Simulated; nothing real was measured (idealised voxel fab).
The name of this process module is voxel quadruple lines.
The figure presents cross-section cut, which has a width of 150 nm and is divided into square cells with an edge length of 5 nm.
When this document writes out a cross-section, it uses a grid of square cells and lists it as bands, beginning at the top and moving down, with a band standing for one or more rows of cells. The entry gives the band's vertical extent as a top height and a bottom height in nm, then its horizontal make-up as materials from left to right, each with a width in nm. "blank" stands for empty space; a single material marked "throughout" fills the band edge to edge. Below 0: as-received wafer, all one material; heights counted from there. Lowest band: no bottom, goes on down, written "0..down". So if you see something like "30 to 40" for the width, read it as the top row of the band sitting at the first number and the bottom row at the second, with every row in between moving by the same amount as the last. The designation "no change occurred", where it is given for a processing step, indicates that no cell of the cross-section was altered in the course of that step. "Enclosed void entries" means: voids of 8 cells or more that are shut off from the top with no open way through. Written width x height at distance, distance from the left edge, in nm. That trailing text on a step's line, after the settings, is the simulator's own remark on the step. When a step includes a mask, the "overlay nm" setting on its line states how far to the right of its planned place that mask lay, and negative values state how far to the left.
[List of planned process steps]
- 1: RECEIVE [material Si]
- 2: CONFORMAL_DEP [material Al2O3] [thk nm 10]
- 3: DIRECTIONAL_DEP [material W] [thk nm 10]
- 4: DIRECTIONAL_DEP [material polySi] [thk nm 20]
- 5: DIRECTIONAL_DEP [material aC] [thk nm 20]
- 6: PATTERN [tone cover] [mask id MANDREL] [material resist] [width nm 30] [thk nm 30] [overlay nm 0]
- 7: DIRECTIONAL_ETCH [etch materials aC] [depth nm 20]
- 8: STRIP [etch materials resist]
- 9: CONFORMAL_DEP [material SiO2] [thk nm 10]
- 10: DIRECTIONAL_ETCH [etch materials SiO2] [depth nm 10]
- 11: STRIP [etch materials aC]
- 12: DIRECTIONAL_ETCH [etch materials polySi] [depth nm 20]
- 13: STRIP [etch materials SiO2]
- 14: CONFORMAL_DEP [material SiCN] [thk nm 10]
- 15: DIRECTIONAL_ETCH [etch materials SiCN] [depth nm 10]
- 16: STRIP [etch materials polySi]
- 17: DIRECTIONAL_ETCH [etch materials W] [depth nm 10]
- 18: STRIP [etch materials SiCN]
[Cross-section of the wafer at receipt, which is the condition after step 1]
> 0..down = Si throughout
> Enclosed void entries: none
[End-of-module XS, first of two wafers, run as planned]
> 20..10 = blank=40 | W=10 | blank=10 | W=10 | blank=10 | W=10 | blank=10 | W=10 | blank=40
> 10..0 = Al2O3 throughout
> 0..down = Si throughout
> Enclosed void entries: none
[Presented here is a cross-section of the second of the two wafers as it stood at the end of the module. It was started in the same manner and assigned the same plan as the first wafer; however, one mistake was made in its execution]
> 20..15 = blank=40 | W=10 | blank=10 | W=10 | blank=10 | W=10 | blank=10 | W=10 | blank=40
> 15..10 = W throughout
> 10..0 = Al2O3 throughout
> 0..down = Si throughout
> Enclosed void entries: none
Diagnosis: step 17 did not use the planned setting and instead ran as DIRECTIONAL_ETCH [etch materials W] [depth nm 5]
Wrapping up, a cell-based count of both wafers puts the second over or under the first for these materials: +22 W
